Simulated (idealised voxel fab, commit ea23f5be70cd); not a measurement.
Process module name: voxel released beams
It is cross-section cut that appears here, measuring 220 nm in width, its square cells being 5 nm in size.
Cross-sections here: square-cell grids, written as top-down lists of bands, a band being one or more rows of cells. In this notation a band is specified by the heights of its top and bottom, in that order and in nm, after which its materials appear from left to right, each paired with its width in nm. The word "everywhere" attached to a single material means that material fills the band from edge to edge; the word "empty" stands for empty space. Heights are reckoned from 0. Under this level, the received wafer is all of one material. The bottommost band is open-ended downward, for example "from 0 down". The width entry "30->40" should be interpreted row by row: the top row of cells in the band takes the first number, the bottom row takes the second number, and the change between adjacent rows is uniform throughout. No cell of the cross-section changed in a step that is given as "left unchanged". "Closed internal cavities": sealed empty spaces, 8 cells or more, no open way to top, listed width x height at distance, with distance from the left edge and width, height and distance in nm. On a step's line, text after the settings is the simulator commenting on that step. overlay nm: mask offset rightward from planned place, masked step; negative means leftward offset.

Planned step list for the process
1,RECEIVE: material Si
2,CONFORMAL_DEP: material Al2O3, thk nm 10
3,DIRECTIONAL_DEP: material SiO2, thk nm 10
4,DIRECTIONAL_DEP: material aC, thk nm 15
5,PATTERN: tone open, mask id ANCHOR, material resist, width nm 35, thk nm 30, overlay nm -15
6,DIRECTIONAL_ETCH: etch materials aC, depth nm 15
7,STRIP: etch materials resist
8,DIRECTIONAL_ETCH: etch materials SiO2, depth nm 10
9,STRIP: etch materials aC
10,CONFORMAL_DEP: material W, thk nm 10
11,MASKED_ETCH: tone cover, mask id BEAM, width nm 110, etch materials W, depth nm 10, overlay nm 0
12,STRIP: etch materials SiO2
For this document, wafers share an identical start and vary in the step 5 overlay nm; the plan quotes the first wafer's value.

So this is the first of several wafers, cross-sectioned as it came to us, meaning it's at the end of step 1
    from 0 down  Si everywhere
    Closed internal cavities: none

each wafer at the end: cells of each material gained (+) or lost (-) since it was received, then its closed voids
overlay nm -15 | +88 Al2O3 | +52 W | Closed internal cavities: none
overlay nm -10 | +88 Al2O3 | +52 W | Closed internal cavities: none
overlay nm -5 | +88 Al2O3 | +52 W | Closed internal cavities: none
overlay nm 0 | +88 Al2O3 | +52 W | Closed internal cavities: none
overlay nm 5 | +88 Al2O3 | +52 W | Closed internal cavities: none
overlay nm 10 | +88 Al2O3 | +52 W | Closed internal cavities: none
overlay nm 15 | +88 Al2O3 | +52 W | Closed internal cavities: none
